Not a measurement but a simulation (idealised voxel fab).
This section sets out a process module, namely voxel spacer lines.
We display cut, a cross-section 260 nm in width whose square cells are each 5 nm.
If you're reading a cross-section in this doc, picture square cells in a grid; it comes to you as bands, top ones listed first down to the bottom, and a band can be one or more rows of cells. Per band: top height and bottom height in nm, followed by the left-to-right materials and their widths in nm; "all across" marks a single material spanning edge to edge, "blank" marks empty space. Counting heights begins at 0, where everything beneath is, in the wafer as received, one material. The lowest band has no bottom; it goes on downwards, as "top 0, no bottom" shows. Width: "30->40" (first number = top row, second number = bottom row, same change from row to row of cells). Any step labelled "remained unchanged" changed none of the cells in the cross-section. The label "Entrapped voids" introduces a list of the empty spaces, 8 cells or larger, that have no open way up to the top; each entry in it reads width x height at distance, where the distance is taken from the left edge and all three are stated in nm. Heads up: the bit after the settings on a step's line is the simulator's remark on that step. Among the settings permitted on a step's line is "overlay nm"; applied to a step with a mask, it specifies the extent to which the mask lay to the right of its planned position, whereas a negative figure signifies a position to the left.
LISTED BELOW ARE THE PROCESS STEPS AS PLANNED
| 1 | RECEIVE (material Si) |
| 2 | CONFORMAL_DEP (material Al2O3; thk nm 10) |
| 3 | DIRECTIONAL_DEP (material SiN; thk nm 10) |
| 4 | DIRECTIONAL_DEP (material aC; thk nm 25) |
| 5 | PATTERN (tone cover; mask id MANDREL; material resist; width nm 25; pitch nm 70; thk nm 35; overlay nm 0) |
| 6 | DIRECTIONAL_ETCH (etch materials aC; depth nm 25) |
| 7 | STRIP (etch materials resist) |
| 8 | CONFORMAL_DEP (material SiO2; thk nm 10) |
| 9 | DIRECTIONAL_ETCH (etch materials SiO2; depth nm 10) |
| 10 | STRIP (etch materials aC) |
| 11 | DIRECTIONAL_ETCH (etch materials SiN; depth nm 10) |
| 12 | STRIP (etch materials SiO2) |
WHAT FOLLOWS COVERS THE FIRST OF TWO WAFERS; IT RAN AS PLANNED
SHOWN IN CROSS-SECTION IS THE WAFER AS RECEIVED, THAT IS, AS IT STANDS AFTER STEP 1
> top 0, no bottom = Si all across
> Entrapped voids: none
THE WAFER, SEEN IN CROSS-SECTION, AFTER STEP 2
> top 10, bottom 0 = Al2O3 all across
> Under 0: no change, same as before.
THE WAFER, SEEN IN CROSS-SECTION, AFTER STEP 3
> top 20, bottom 10 = SiN all across
> Under 10: no change, same as before.
THE WAFER, SEEN IN CROSS-SECTION, AFTER STEP 4
> top 45, bottom 20 = aC all across
> Under 20: no change, same as before.
THE WAFER, SEEN IN CROSS-SECTION, AFTER STEP 5
> top 80, bottom 45 = 45 of blank, then 25 of resist, then 45 of blank, then 25 of resist, then 45 of blank, then 25 of resist, then 50 of blank
> Under 45: no change, same as before.
THE WAFER, SEEN IN CROSS-SECTION, AFTER STEP 6
> top 55, bottom 45 = 45 of blank, then 25 of resist, then 45 of blank, then 25 of resist, then 45 of blank, then 25 of resist, then 50 of blank
> top 45, bottom 20 = 45 of blank, then 25 of aC, then 45 of blank, then 25 of aC, then 45 of blank, then 25 of aC, then 50 of blank
> Under 20: no change, same as before.
THE WAFER, SEEN IN CROSS-SECTION, AFTER STEP 7
> top 45, bottom 20 = 45 of blank, then 25 of aC, then 45 of blank, then 25 of aC, then 45 of blank, then 25 of aC, then 50 of blank
> Under 20: no change, same as before.
THE WAFER, SEEN IN CROSS-SECTION, AFTER STEP 8
> top 55, bottom 45 = 35 of blank, then 45 of SiO2, then 25 of blank, then 45 of SiO2, then 25 of blank, then 45 of SiO2, then 40 of blank
> top 45, bottom 30 = 35 of blank, then 10 of SiO2, then 25 of aC, then 10 of SiO2, then 25 of blank, then 10 of SiO2, then 25 of aC, then 10 of SiO2, then 25 of blank, then 10 of SiO2, then 25 of aC, then 10 of SiO2, then 40 of blank
> top 30, bottom 20 = 45 of SiO2, then 25 of aC, then 45 of SiO2, then 25 of aC, then 45 of SiO2, then 25 of aC, then 50 of SiO2
> Under 20: no change, same as before.
THE WAFER, SEEN IN CROSS-SECTION, AFTER STEP 9
> top 45, bottom 20 = 35 of blank, then 10 of SiO2, then 25 of aC, then 10 of SiO2, then 25 of blank, then 10 of SiO2, then 25 of aC, then 10 of SiO2, then 25 of blank, then 10 of SiO2, then 25 of aC, then 10 of SiO2, then 40 of blank
> Under 20: no change, same as before.
THE WAFER, SEEN IN CROSS-SECTION, AFTER STEP 10
> top 45, bottom 20 = 35 of blank, then 10 of SiO2, then 25 of blank, then 10 of SiO2, then 25 of blank, then 10 of SiO2, then 25 of blank, then 10 of SiO2, then 25 of blank, then 10 of SiO2, then 25 of blank, then 10 of SiO2, then 40 of blank
> Under 20: no change, same as before.
THE WAFER, SEEN IN CROSS-SECTION, AFTER STEP 11
> top 45, bottom 20 = 35 of blank, then 10 of SiO2, then 25 of blank, then 10 of SiO2, then 25 of blank, then 10 of SiO2, then 25 of blank, then 10 of SiO2, then 25 of blank, then 10 of SiO2, then 25 of blank, then 10 of SiO2, then 40 of blank
> top 20, bottom 10 = 35 of blank, then 10 of SiN, then 25 of blank, then 10 of SiN, then 25 of blank, then 10 of SiN, then 25 of blank, then 10 of SiN, then 25 of blank, then 10 of SiN, then 25 of blank, then 10 of SiN, then 40 of blank
> Under 10: no change, same as before.
THE WAFER, SEEN IN CROSS-SECTION, AFTER STEP 12
> top 20, bottom 10 = 35 of blank, then 10 of SiN, then 25 of blank, then 10 of SiN, then 25 of blank, then 10 of SiN, then 25 of blank, then 10 of SiN, then 25 of blank, then 10 of SiN, then 25 of blank, then 10 of SiN, then 40 of blank
> Under 10: no change, same as before.
WAFER TWO OF THE PAIR: SAME ORIGIN, SAME PLAN, ONE ERROR DURING THE RUN; IDENTICAL TO WAFER ONE UP TO AND INCLUDING STEP 8
SECOND WAFER, CUT VIEW, END OF STEP 9 PER PLAN
> top 45, bottom 35 = 45 of blank, then 25 of aC, then 45 of blank, then 25 of aC, then 45 of blank, then 25 of aC, then 50 of blank
> top 35, bottom 20 = 35 of blank, then 10 of SiO2, then 25 of aC, then 10 of SiO2, then 25 of blank, then 10 of SiO2, then 25 of aC, then 10 of SiO2, then 25 of blank, then 10 of SiO2, then 25 of aC, then 10 of SiO2, then 40 of blank
> Under 20: no change, same as before.
SECOND WAFER, CUT VIEW, END OF STEP 10 PER PLAN
> top 35, bottom 20 = 35 of blank, then 10 of SiO2, then 25 of blank, then 10 of SiO2, then 25 of blank, then 10 of SiO2, then 25 of blank, then 10 of SiO2, then 25 of blank, then 10 of SiO2, then 25 of blank, then 10 of SiO2, then 40 of blank
> Under 20: no change, same as before.
SECOND WAFER, CUT VIEW, END OF STEP 11 PER PLAN
> top 35, bottom 20 = 35 of blank, then 10 of SiO2, then 25 of blank, then 10 of SiO2, then 25 of blank, then 10 of SiO2, then 25 of blank, then 10 of SiO2, then 25 of blank, then 10 of SiO2, then 25 of blank, then 10 of SiO2, then 40 of blank
> top 20, bottom 10 = 35 of blank, then 10 of SiN, then 25 of blank, then 10 of SiN, then 25 of blank, then 10 of SiN, then 25 of blank, then 10 of SiN, then 25 of blank, then 10 of SiN, then 25 of blank, then 10 of SiN, then 40 of blank
> Under 10: no change, same as before.
SECOND WAFER, CUT VIEW, END OF STEP 12 PER PLAN
> top 20, bottom 10 = 35 of blank, then 10 of SiN, then 25 of blank, then 10 of SiN, then 25 of blank, then 10 of SiN, then 25 of blank, then 10 of SiN, then 25 of blank, then 10 of SiN, then 25 of blank, then 10 of SiN, then 40 of blank
> Under 10: no change, same as before.
It is concluded that the wafer was processed incorrectly with respect to the plan, in that step 9 of the plan was performed twice
Same final cross-section on the two wafers, so the model's numbers don't move because of the mistake.
